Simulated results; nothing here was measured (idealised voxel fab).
process module | voxel wiring stack
cross-section cut | 255 nm wide | cells 5 nm
A cross-section is a grid of square cells, given in bands from the top down. A band is one or more rows of cells.
Each band's line starts with the height of the band's top and of its bottom, in nm. Then come its materials from left to right, each with its width in nm. One material with "throughout" fills the band from edge to edge. "air" is empty space.
Height 0 is the level under which the wafer as received is all one material. The lowest band goes on downwards, as in "0 down".
A width such as "30 to 40" changes by the same amount from each row of cells to the next, from the band's top row to its bottom row.
"no change" after a step means that no cell of the cross-section changed.
closed voids: empty space of 8 cells or more with no open way to the top, each as width x height at its distance from the left edge, in nm
after a step's settings: what the simulator itself notes on the step
overlay nm, on a step with a mask: how far to the right of its planned place the mask lay; to the left if negative
plan
1 op RECEIVE | material Si
2 op CONFORMAL_DEP | material SiO2 | thk nm 15
3 op CONFORMAL_DEP | material SiCN | thk nm 5
4 op DIRECTIONAL_DEP | material lowk | thk nm 15
5 op DIRECTIONAL_DEP | material aC | thk nm 15
6 op PATTERN | tone open | mask id METAL_1 | material resist | width nm 25 | pitch nm 50 | thk nm 30 | overlay nm 0
7 op DIRECTIONAL_ETCH | etch materials aC | depth nm 15
8 op STRIP | etch materials resist
9 op DIRECTIONAL_ETCH | etch materials lowk | depth nm 15
10 op DIRECTIONAL_ETCH | etch materials SiCN | depth nm 5
11 op STRIP | etch materials aC
12 op CONFORMAL_DEP | material TiN | thk nm 5
13 op FILL_DEP | material Cu | thk nm 5
14 op CMP | height nm 35
15 op CONFORMAL_DEP | material SiCN | thk nm 5
16 op DIRECTIONAL_DEP | material lowk | thk nm 15
17 op DIRECTIONAL_DEP | material aC | thk nm 15
18 op PATTERN | tone open | mask id PLUG_1 | material resist | width nm 15 | pitch nm 50 | thk nm 35 | overlay nm 0
19 op DIRECTIONAL_ETCH | etch materials aC | depth nm 15
20 op STRIP | etch materials resist
21 op DIRECTIONAL_ETCH | etch materials lowk | depth nm 15
22 op DIRECTIONAL_ETCH | etch materials SiCN | depth nm 5
23 op STRIP | etch materials aC
24 op EPI | material Ru | thk nm 10
25 op EPI | material Ru | thk nm 10
26 op CONFORMAL_DEP | material SiN | thk nm 5
27 op DIRECTIONAL_DEP | material lowk | thk nm 15
28 op MASKED_ETCH | tone open | mask id METAL_2 | width nm 25 | pitch nm 50 | etch materials lowk | depth nm 15 | overlay nm 0
29 op MASKED_ETCH | tone open | mask id METAL_2 | width nm 25 | pitch nm 50 | etch materials SiN | depth nm 5 | overlay nm 0
30 op CONFORMAL_DEP | material TiN | thk nm 5
31 op FILL_DEP | material W | thk nm 5
32 op CMP | height nm 75
33 op CONFORMAL_DEP | material SiCN | thk nm 5
34 op DIRECTIONAL_DEP | material SiO2 | thk nm 15
35 op PATTERN | tone open | mask id PLUG_2 | material resist | width nm 15 | pitch nm 50 | thk nm 15 | overlay nm 0
36 op DIRECTIONAL_ETCH | etch materials SiO2 | depth nm 15
37 op DIRECTIONAL_ETCH | etch materials SiCN | depth nm 5
38 op STRIP | etch materials resist
39 op EPI | material Ru | thk nm 10
40 op EPI | material Ru | thk nm 10
41 op DIRECTIONAL_DEP | material TiN | thk nm 5
42 op DIRECTIONAL_DEP | material W | thk nm 15
43 op DIRECTIONAL_DEP | material aC | thk nm 10
44 op PATTERN | tone cover | mask id METAL_3 | material resist | width nm 25 | pitch nm 50 | thk nm 25 | overlay nm 0
45 op DIRECTIONAL_ETCH | etch materials aC | depth nm 10
46 op STRIP | etch materials resist
47 op DIRECTIONAL_ETCH | etch materials W | depth nm 15
48 op DIRECTIONAL_ETCH | etch materials TiN | depth nm 5
49 op STRIP | etch materials aC
50 op CONFORMAL_DEP | material SiCN | thk nm 5
51 op FILL_DEP | material SiO2 | thk nm 10
52 op CMP | height nm 115
53 op CONFORMAL_DEP | material SiCN | thk nm 5
as received, after step 1
  0 down: Si throughout
  closed voids: none
a wafer at the end: this start, this plan, one mistake
  120 to 115: SiCN throughout
  115 to 100: SiO2 85 | SiCN 5 | W 25 | SiCN 5 | SiO2 15 | SiCN 5 | W 25 | SiCN 5 | SiO2 85
  100 to 95: SiCN 90 | TiN 25 | SiCN 25 | TiN 25 | SiCN 90
  95 to 80: SiO2 90 | Ru 15 | SiO2 35 | Ru 15 | SiO2 100
  80 to 75: SiCN 90 | Ru 15 | SiCN 35 | Ru 15 | SiCN 100
  75 to 60: lowk 90 | TiN 5 | W 15 | TiN 5 | lowk 25 | TiN 5 | W 15 | TiN 5 | lowk 90
  60 to 55: SiN 90 | TiN 25 | SiN 25 | TiN 25 | SiN 90
  55 to 40: lowk 90 | SiN 5 | TiN 5 | SiN 5 | lowk 35 | SiN 5 | TiN 5 | SiN 5 | lowk 100
  40 to 35: SiCN 90 | SiN 5 | TiN 5 | SiN 5 | SiCN 35 | SiN 5 | TiN 5 | SiN 5 | SiCN 100
  35 to 20: Cu 85 | TiN 5 | lowk 25 | TiN 5 | Cu 15 | TiN 5 | lowk 25 | TiN 5 | Cu 85
  20 to 15: TiN 90 | SiCN 25 | TiN 25 | SiCN 25 | TiN 90
  15 to 0: SiO2 throughout
  0 down: Si throughout
  closed voids: none
what went wrong: step 6 ran as: op PATTERN | tone cover | mask id METAL_1 | material resist | width nm 25 | pitch nm 50 | thk nm 30 | overlay nm 0
